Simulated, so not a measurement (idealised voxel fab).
The following is a process module called voxel wiring stack.
The figure presents cross-section cut, which has a width of 210 nm and is divided into square cells with an edge length of 5 nm.
How to read a cross-section here: the picture is a grid of square cells, written as bands going from the top down, and any band can span one or more rows of cells.
The band entry comprises the height of the band's top followed by the height of its bottom, expressed in nm, and subsequently the band's materials from left to right, each stated together with its width in nm. Where a single material is marked with the word "full width", that material fills the band from edge to edge. The word "air" represents empty space.
Heights from 0 (as-received wafer is one material below). Bottom band endless downward, as "from 0 down".
The notation "30 to 40" denotes a width that varies across the rows of cells in the band, beginning at the first number in the top row, finishing at the second number in the bottom row, and changing by an identical amount from each row to the next.
"stayed the same", as given for a step, is the statement that not any cell of the cross-section underwent a change during that step.
Entry "Completely sealed voids" = empty spaces >= 8 cells with no open way to the top; each as width x height at distance, distance from left edge, all nm.
That trailing text on a step's line, after the settings, is the simulator's own remark on the step.
overlay nm: for a step with a mask, the amount by which the mask lay right of where it was planned; a negative amount means left of it.
Plan:
1,op RECEIVE | material Si
2,op CONFORMAL_DEP | material SiO2 | thk nm 15
3,op CONFORMAL_DEP | material SiN | thk nm 5
4,op DIRECTIONAL_DEP | material SiO2 | thk nm 15
5,op PATTERN | tone open | mask id METAL_1 | material resist | width nm 25 | pitch nm 50 | thk nm 20 | overlay nm 0
6,op DIRECTIONAL_ETCH | etch materials SiO2 | depth nm 15
7,op DIRECTIONAL_ETCH | etch materials SiN | depth nm 5
8,op STRIP | etch materials resist
9,op CONFORMAL_DEP | material TiN | thk nm 5
10,op FILL_DEP | material Cu | thk nm 5
11,op CMP | height nm 35
12,op CONFORMAL_DEP | material SiCN | thk nm 5
13,op DIRECTIONAL_DEP | material lowk | thk nm 25
14,op DIRECTIONAL_DEP | material aC | thk nm 10
15,op PATTERN | tone open | mask id METAL_2_HOLES | material resist | width nm 15 | pitch nm 50 | thk nm 25 | overlay nm 0
16,op DIRECTIONAL_ETCH | etch materials aC | depth nm 10
17,op STRIP | etch materials resist
18,op DIRECTIONAL_ETCH | etch materials lowk | depth nm 25
19,op STRIP | etch materials aC
20,op PATTERN | tone open | mask id METAL_2 | material resist | width nm 25 | pitch nm 50 | thk nm 20 | overlay nm 0
21,op DIRECTIONAL_ETCH | etch materials lowk | depth nm 15
22,op DIRECTIONAL_ETCH | etch materials SiCN | depth nm 5
23,op STRIP | etch materials resist
24,op CONFORMAL_DEP | material TiN | thk nm 5
25,op FILL_DEP | material Cu | thk nm 5
26,op CMP | height nm 65
27,op CONFORMAL_DEP | material SiCN | thk nm 5
28,op DIRECTIONAL_DEP | material lowk | thk nm 30
29,op MASKED_ETCH | tone open | mask id METAL_3 | width nm 25 | pitch nm 50 | etch materials lowk | depth nm 15 | overlay nm 0
30,op DIRECTIONAL_DEP | material aC | thk nm 15
31,op PATTERN | tone open | mask id METAL_3_HOLES | material resist | width nm 15 | pitch nm 50 | thk nm 30 | overlay nm -15
32,op DIRECTIONAL_ETCH | etch materials aC | depth nm 15
33,op STRIP | etch materials resist
34,op DIRECTIONAL_ETCH | etch materials lowk | depth nm 15
35,op DIRECTIONAL_ETCH | etch materials SiCN | depth nm 5
36,op STRIP | etch materials aC
37,op CONFORMAL_DEP | material TiN | thk nm 5
38,op FILL_DEP | material Cu | thk nm 10
39,op CMP | height nm 100
40,op CONFORMAL_DEP | material SiN | thk nm 5
Be aware that, although all wafers share a common starting state, the overlay nm at step 31 differs among them, and the plan displays the first wafer's value.
Received wafers, first of several: cross-section after step 1:
- from 0 down | Si full width
- Completely sealed voids: none
End of module: cross-section of the first of several wafers after step 40, the last step:
- from 105 to 100 | SiN full width
- from 100 to 90 | 50 nm lowk | 5 nm TiN | 30 nm Cu | 5 nm TiN | 10 nm lowk | 5 nm TiN | 30 nm Cu | 5 nm TiN | 70 nm lowk
- from 90 to 85 | 50 nm lowk | 40 nm TiN | 10 nm lowk | 40 nm TiN | 70 nm lowk
- from 85 to 70 | lowk full width
- from 70 to 65 | SiCN full width
- from 65 to 55 | 65 nm lowk | 5 nm TiN | 15 nm Cu | 5 nm TiN | 25 nm lowk | 5 nm TiN | 15 nm Cu | 5 nm TiN | 70 nm lowk
- from 55 to 50 | 65 nm lowk | 5 nm TiN | 5 nm Cu | 15 nm TiN | 25 nm lowk | 5 nm TiN | 5 nm Cu | 15 nm TiN | 70 nm lowk
- from 50 to 40 | 65 nm lowk | 5 nm TiN | 5 nm Cu | 5 nm TiN | 35 nm lowk | 5 nm TiN | 5 nm Cu | 5 nm TiN | 80 nm lowk
- from 40 to 35 | 65 nm SiCN | 15 nm TiN | 35 nm SiCN | 15 nm TiN | 80 nm SiCN
- from 35 to 20 | 65 nm SiO2 | 5 nm TiN | 15 nm Cu | 5 nm TiN | 25 nm SiO2 | 5 nm TiN | 15 nm Cu | 5 nm TiN | 70 nm SiO2
- from 20 to 15 | 65 nm SiN | 25 nm TiN | 25 nm SiN | 25 nm TiN | 70 nm SiN
- from 15 to 0 | SiO2 full width
- from 0 down | Si full width
- Completely sealed voids: none
At the end of the module, the last of several wafers in cross-section:
- from 105 to 100 | SiN full width
- from 100 to 90 | 65 nm lowk | 5 nm TiN | 20 nm Cu | 5 nm TiN | 20 nm lowk | 5 nm TiN | 20 nm Cu | 5 nm TiN | 65 nm lowk
- from 90 to 85 | 65 nm lowk | 30 nm TiN | 20 nm lowk | 30 nm TiN | 65 nm lowk
- from 85 to 70 | 80 nm lowk | 10 nm TiN | 40 nm lowk | 10 nm TiN | 70 nm lowk
- from 70 to 65 | 80 nm SiCN | 10 nm TiN | 40 nm SiCN | 10 nm TiN | 70 nm SiCN
- from 65 to 55 | 65 nm lowk | 5 nm TiN | 15 nm Cu | 5 nm TiN | 25 nm lowk | 5 nm TiN | 15 nm Cu | 5 nm TiN | 70 nm lowk
- from 55 to 50 | 65 nm lowk | 5 nm TiN | 5 nm Cu | 15 nm TiN | 25 nm lowk | 5 nm TiN | 5 nm Cu | 15 nm TiN | 70 nm lowk
- from 50 to 40 | 65 nm lowk | 5 nm TiN | 5 nm Cu | 5 nm TiN | 35 nm lowk | 5 nm TiN | 5 nm Cu | 5 nm TiN | 80 nm lowk
- from 40 to 35 | 65 nm SiCN | 15 nm TiN | 35 nm SiCN | 15 nm TiN | 80 nm SiCN
- from 35 to 20 | 65 nm SiO2 | 5 nm TiN | 15 nm Cu | 5 nm TiN | 25 nm SiO2 | 5 nm TiN | 15 nm Cu | 5 nm TiN | 70 nm SiO2
- from 20 to 15 | 65 nm SiN | 25 nm TiN | 25 nm SiN | 25 nm TiN | 70 nm SiN
- from 15 to 0 | SiO2 full width
- from 0 down | Si full width
- Completely sealed voids: none
Table: wafers, a row each; end-of-module cell change per material since receipt, gain (+), loss (-); then closed voids:
overlay nm -15, +60 Cu, +78 SiCN, +74 SiN, +222 SiO2, +76 TiN, +372 lowk, Completely sealed voids: none
overlay nm -10, +56 Cu, +76 SiCN, +74 SiN, +222 SiO2, +82 TiN, +372 lowk, Completely sealed voids: none
overlay nm -5, +52 Cu, +74 SiCN, +74 SiN, +222 SiO2, +88 TiN, +372 lowk, Completely sealed voids: none
overlay nm 0, +56 Cu, +72 SiCN, +74 SiN, +222 SiO2, +86 TiN, +372 lowk, Completely sealed voids: none
overlay nm 5, +56 Cu, +72 SiCN, +74 SiN, +222 SiO2, +86 TiN, +372 lowk, Completely sealed voids: none
overlay nm 10, +56 Cu, +72 SiCN, +74 SiN, +222 SiO2, +86 TiN, +372 lowk, Completely sealed voids: none
overlay nm 15, +52 Cu, +74 SiCN, +74 SiN, +222 SiO2, +88 TiN, +372 lowk, Completely sealed voids: none
